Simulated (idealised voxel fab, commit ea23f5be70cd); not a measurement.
The process module that follows is named voxel spacer lines.
cross-section cut | 215 nm wide | cells 5 nm
A cross-section in this document is a grid of square cells, and it is written down as bands, the top band listed before the ones below it; a band is made up of one or more rows of cells. The entry gives the band's vertical extent as a top height and a bottom height in nm, then its horizontal make-up as materials from left to right, each with a width in nm. "air" stands for empty space; a single material marked "all across" fills the band edge to edge. Heights from 0 (as-received wafer is one material below). Bottom band endless downward, as "from 0 down". Read "30 to 40" as a graded width: first number on top, second number at the bottom, same change between each pair of neighbouring rows. Any step labelled "no modifications" changed none of the cells in the cross-section. Closed empty spaces (no open way to the top) of 8 cells or more are what "Closed void roster" lists, each as width x height at distance from the left edge, nm for all three. The remark found on a step's line after its settings is issued by the simulator itself and pertains to that step. On any step carrying a mask, the "overlay nm" setting, if present on the step's line, tells how far right of its planned place the mask lay; negative values point to the left.

So here's the lineup of process steps we planned
| 1 | RECEIVE,material Si |
| 2 | CONFORMAL_DEP,material Al2O3,thk nm 10 |
| 3 | DIRECTIONAL_DEP,material SiN,thk nm 15 |
| 4 | DIRECTIONAL_DEP,material polySi,thk nm 30 |
| 5 | PATTERN,tone cover,mask id MANDREL,material resist,width nm 20,pitch nm 60,thk nm 35,overlay nm 0 |
| 6 | DIRECTIONAL_ETCH,etch materials polySi,depth nm 30 |
| 7 | STRIP,etch materials resist |
| 8 | CONFORMAL_DEP,material SiO2,thk nm 10 |
| 9 | DIRECTIONAL_ETCH,etch materials SiO2,depth nm 10 |
| 10 | STRIP,etch materials polySi |
| 11 | DIRECTIONAL_ETCH,etch materials SiN,depth nm 15 |
| 12 | STRIP,etch materials SiO2 |

First of two wafers: run as planned

Incoming wafer, cross-sectional view, post step 1
> from 0 down  Si all across
> Closed void roster: none

After step 2: wafer cross-section
> from 10 to 0  Al2O3 all across
> Below 0, no change.

After step 3: wafer cross-section
> from 25 to 10  SiN all across
> Below 10, no change.

After step 4: wafer cross-section
> from 55 to 25  polySi all across
> Below 25, no change.

After step 5: wafer cross-section
> from 90 to 55  65 nm air  20 nm resist  40 nm air  20 nm resist  70 nm air
> Below 55, no change.

After step 6: wafer cross-section
> from 90 to 55  65 nm air  20 nm resist  40 nm air  20 nm resist  70 nm air
> from 55 to 25  65 nm air  20 nm polySi  40 nm air  20 nm polySi  70 nm air
> Below 25, no change.

After step 7: wafer cross-section
> from 55 to 25  65 nm air  20 nm polySi  40 nm air  20 nm polySi  70 nm air
> Below 25, no change.

After step 8: wafer cross-section
> from 65 to 55  55 nm air  40 nm SiO2  20 nm air  40 nm SiO2  60 nm air
> from 55 to 35  55 nm air  10 nm SiO2  20 nm polySi  10 nm SiO2  20 nm air  10 nm SiO2  20 nm polySi  10 nm SiO2  60 nm air
> from 35 to 25  65 nm SiO2  20 nm polySi  40 nm SiO2  20 nm polySi  70 nm SiO2
> Below 25, no change.

After step 9: wafer cross-section
> from 55 to 25  55 nm air  10 nm SiO2  20 nm polySi  10 nm SiO2  20 nm air  10 nm SiO2  20 nm polySi  10 nm SiO2  60 nm air
> Below 25, no change.

After step 10: wafer cross-section
> from 55 to 25  55 nm air  10 nm SiO2  20 nm air  10 nm SiO2  20 nm air  10 nm SiO2  20 nm air  10 nm SiO2  60 nm air
> Below 25, no change.

After step 11: wafer cross-section
> from 55 to 25  55 nm air  10 nm SiO2  20 nm air  10 nm SiO2  20 nm air  10 nm SiO2  20 nm air  10 nm SiO2  60 nm air
> from 25 to 10  55 nm air  10 nm SiN  20 nm air  10 nm SiN  20 nm air  10 nm SiN  20 nm air  10 nm SiN  60 nm air
> Below 10, no change.

After step 12: wafer cross-section
> from 25 to 10  55 nm air  10 nm SiN  20 nm air  10 nm SiN  20 nm air  10 nm SiN  20 nm air  10 nm SiN  60 nm air
> Below 10, no change.

Companion wafer, the second of two: same beginning, same intended sequence, one mistake in carrying it out; through step 4 inclusive it tracks the first exactly

The second wafer in cross-section, at the planned close of step 5
> from 90 to 55  65 nm resist  20 nm air  40 nm resist  20 nm air  70 nm resist
> Below 55, no change.

The second wafer in cross-section, at the planned close of step 6
> from 90 to 55  65 nm resist  20 nm air  40 nm resist  20 nm air  70 nm resist
> from 55 to 25  65 nm polySi  20 nm air  40 nm polySi  20 nm air  70 nm polySi
> Below 25, no change.

The second wafer in cross-section, at the planned close of step 7
> from 55 to 25  65 nm polySi  20 nm air  40 nm polySi  20 nm air  70 nm polySi
> Below 25, no change.

The second wafer in cross-section, at the planned close of step 8
> from 65 to 55  SiO2 all across
> from 55 to 25  65 nm polySi  20 nm SiO2  40 nm polySi  20 nm SiO2  70 nm polySi
> Below 25, no change.

The second wafer in cross-section, at the planned close of step 9
> from 55 to 25  65 nm polySi  20 nm SiO2  40 nm polySi  20 nm SiO2  70 nm polySi
> Below 25, no change.

The second wafer in cross-section, at the planned close of step 10
> from 55 to 25  65 nm air  20 nm SiO2  40 nm air  20 nm SiO2  70 nm air
> Below 25, no change.

The second wafer in cross-section, at the planned close of step 11
> from 55 to 25  65 nm air  20 nm SiO2  40 nm air  20 nm SiO2  70 nm air
> from 25 to 10  65 nm air  20 nm SiN  40 nm air  20 nm SiN  70 nm air
> Below 10, no change.

The second wafer in cross-section, at the planned close of step 12
> from 25 to 10  65 nm air  20 nm SiN  40 nm air  20 nm SiN  70 nm air
> Below 10, no change.
In executing the process, a mistake was made relative to the plan: step 5 was run on a setting that differed from the plan, and what really ran there is PATTERN,tone open,mask id MANDREL,material resist,width nm 20,pitch nm 60,thk nm 35,overlay nm 0
At the end, the second wafer has the same number of cells of each material as the first, but those cells sit in other places.
